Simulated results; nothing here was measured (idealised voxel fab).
The name of this process module is voxel self aligned vias.
Cross-section cut spans 190 nm and uses square cells 5 nm in size.
Throughout this document, each cross-section is represented as a grid of square cells and is presented as a sequence of bands enumerated from the top downward, where a band comprises one or more rows of cells.
Heads up on the band format: heights come first, top then bottom, in nm. After that it's the materials left to right, each with its width in nm. A single material flagged "throughout" fills the whole band edge to edge, and "air" means there's empty space there.
Heights are reckoned from 0. Under this level, the received wafer is all of one material. The bottommost band is open-ended downward, for example "0 down".
With a width like "30..40", each row of cells in the band differs from the next by the same amount, the top row carrying the first number and the bottom row the second.
Key: "same as before" - step with no changed cell in the cross-section.
Any empty space of 8 cells or more lacking an open way to the top shows up in "Voids lacking openings" as width x height at distance, distance from the left edge, in nm.
On each step's line, the part that comes after the settings is the simulator's own comment on the step.
overlay nm, on a step with a mask: how far to the right of its planned place the mask lay; to the left if negative
# Set out below are the planned steps of the process
1,op RECEIVE | material Si
2,op CONFORMAL_DEP | material SiO2 | thk nm 15
3,op CONFORMAL_DEP | material SiCN | thk nm 5
4,op DIRECTIONAL_DEP | material SiO2 | thk nm 30
5,op PATTERN | tone open | mask id LINES | material resist | width nm 20 | pitch nm 60 | thk nm 20 | overlay nm 0
6,op DIRECTIONAL_ETCH | etch materials SiO2 | depth nm 30
7,op STRIP | etch materials resist
8,op CONFORMAL_DEP | material TiN | thk nm 5
9,op FILL_DEP | material Ru | thk nm 10
10,op CMP | height nm 50
11,op SELECTIVE_ETCH | etch materials W Ru TiN | depth nm 5
12,op FILL_DEP | material SiN | thk nm 10
13,op CMP | height nm 50
14,op DIRECTIONAL_DEP | material SiO2 | thk nm 15
15,op PATTERN | tone open | mask id VIAS | material resist | width nm 40 | thk nm 15 | overlay nm 0
16,op DIRECTIONAL_ETCH | etch materials SiO2 | depth nm 15
17,op DIRECTIONAL_ETCH | etch materials SiN | depth nm 5
18,op STRIP | etch materials resist
19,op CONFORMAL_DEP | material TiN | thk nm 5
20,op FILL_DEP | material Ru | thk nm 5
21,op CMP | height nm 65
22,op CONFORMAL_DEP | material SiN | thk nm 5
# Cross-section of the wafer at receipt, which is the condition after step 1
- 0 down: Si throughout
- Voids lacking openings: none
# The module was run from the start shown above using the plan shown above, but one mistake was made doing it; the resulting wafer cross-section is below
- 70 to 65: SiN throughout
- 65 to 50: 45 nm SiO2 | 5 nm TiN | 30 nm Ru | 5 nm TiN | 105 nm SiO2
- 50 to 45: 45 nm SiN | 40 nm TiN | 105 nm SiN
- 45 to 40: 60 nm TiN | 10 nm Ru | 50 nm TiN | 10 nm Ru | 60 nm TiN
- 40 to 15: 55 nm SiO2 | 5 nm TiN | 10 nm Ru | 5 nm TiN | 40 nm SiO2 | 5 nm TiN | 10 nm Ru | 5 nm TiN | 55 nm SiO2
- 15 to 10: 55 nm SiO2 | 20 nm TiN | 40 nm SiO2 | 20 nm TiN | 55 nm SiO2
- 10 to 5: SiCN throughout
- 5 to 0: SiO2 throughout
- 0 down: Si throughout
- Voids lacking openings: none
Nonconformance to the process plan: step 2 ran as: op CONFORMAL_DEP | material SiO2 | thk nm 5
